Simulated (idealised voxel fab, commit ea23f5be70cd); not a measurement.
The following is a process module called voxel double patterning.
The cross-section on display is named cut; it measures 230 nm wide, and its cells are 5 nm squares.
Each cross-section below is a grid of square cells, stated as bands in top-down order, with one or more rows of cells making up each band.
Band: top height; bottom height; in nm. Then, left to right: material with width in nm, for each material. "all across": a single material spanning edge to edge. "blank": empty space.
Heads up on the height convention: 0 is the point under which the incoming wafer is all one material, and the lowest band has no bottom, it just keeps going down, like "0..down".
Note: "30..40" means the width goes from the first number (top row of the band) to the second number (bottom row) in equal steps per row of cells.
"stayed the same" for a step: no cell of the cross-section changed in that step.
You'll see "Unvented cavities" listing empty spaces that have no way open to the top, as long as they're 8 cells or more; the notation is width x height at distance, where the distance is from the left edge, and all of it is in nm.
On each step's line, the part that comes after the settings is the simulator's own comment on the step.
For masked steps, "overlay nm" on the step line gives how far right of plan the mask actually lay; a minus sign means it lay to the left.
**Planned process steps**
1: RECEIVE [material Si]
2: CONFORMAL_DEP [material SiO2] [thk nm 5]
3: DIRECTIONAL_DEP [material W] [thk nm 20]
4: DIRECTIONAL_DEP [material SiCN] [thk nm 10]
5: DIRECTIONAL_DEP [material aC] [thk nm 10]
6: PATTERN [tone open] [mask id FIRST] [material resist] [width nm 15] [pitch nm 50] [thk nm 25] [overlay nm 0]
7: DIRECTIONAL_ETCH [etch materials aC] [depth nm 10]
8: STRIP [etch materials resist]
9: DIRECTIONAL_ETCH [etch materials SiCN] [depth nm 10]
10: STRIP [etch materials aC]
11: MASKED_ETCH [tone open] [mask id SECOND] [width nm 15] [pitch nm 50] [etch materials SiCN] [depth nm 10] [overlay nm 0]
12: DIRECTIONAL_ETCH [etch materials W] [depth nm 20]
13: STRIP [etch materials SiCN]
**Cross-section, incoming material, after step 1**
	0..down: Si all across
	Unvented cavities: none
**The cross-section shown corresponds to the wafer at the conclusion of the module. The initial structure and the process plan are those presented above; however, one mistake occurred in executing the plan**
	25..20: SiO2 all across
	20..0: W all across
	0..down: Si all across
	Unvented cavities: none
What was the processing mistake? note: step 2 <-> step 3, run order reversed vs plan
